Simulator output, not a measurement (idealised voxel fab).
process module | voxel local oxidation
cross-section cut | 270 nm wide | cells 5 nm
A cross-section is a grid of square cells, given in bands from the top down. A band is one or more rows of cells.
Each band's line starts with the height of the band's top and of its bottom, in nm. Then come its materials from left to right, each with its width in nm. One material with "throughout" fills the band from edge to edge. "air" is empty space.
Height 0 is the level under which the wafer as received is all one material. The lowest band goes on downwards, as in "0 down".
A width such as "30 to 40" changes by the same amount from each row of cells to the next, from the band's top row to its bottom row.
"no change" after a step means that no cell of the cross-section changed.
closed voids: empty space of 8 cells or more with no open way to the top, each as width x height at its distance from the left edge, in nm
after a step's settings: what the simulator itself notes on the step
overlay nm, on a step with a mask: how far to the right of its planned place the mask lay; to the left if negative
plan
1 op RECEIVE | material Si
2 op CONFORMAL_DEP | material SiO2 | thk nm 5
3 op CONFORMAL_DEP | material SiN | thk nm 10
4 op PATTERN | tone cover | mask id ACTIVE | material resist | width nm 110 | thk nm 20 | overlay nm 0
5 op DIRECTIONAL_ETCH | etch materials SiN | depth nm 10
6 op STRIP | etch materials resist
7 op SELECTIVE_ETCH | etch materials SiO2 | depth nm 5
8 op OXIDIZE | depth nm 10
9 op STRIP | etch materials SiN
varied across the wafers: thk nm of step 2. The plan shows the first wafer's value. All wafers start alike
first wafer as received, after step 1
  0 down: Si throughout
  closed voids: none
each wafer at the end: cells of each material gained (+) or lost (-) since it was received, then its closed voids
thk nm 5 | -76 Si | +96 SiO2 | closed voids: none
thk nm 10 | +74 SiO2 | closed voids: none
thk nm 15 | +128 SiO2 | closed voids: none
thk nm 20 | +182 SiO2 | closed voids: none
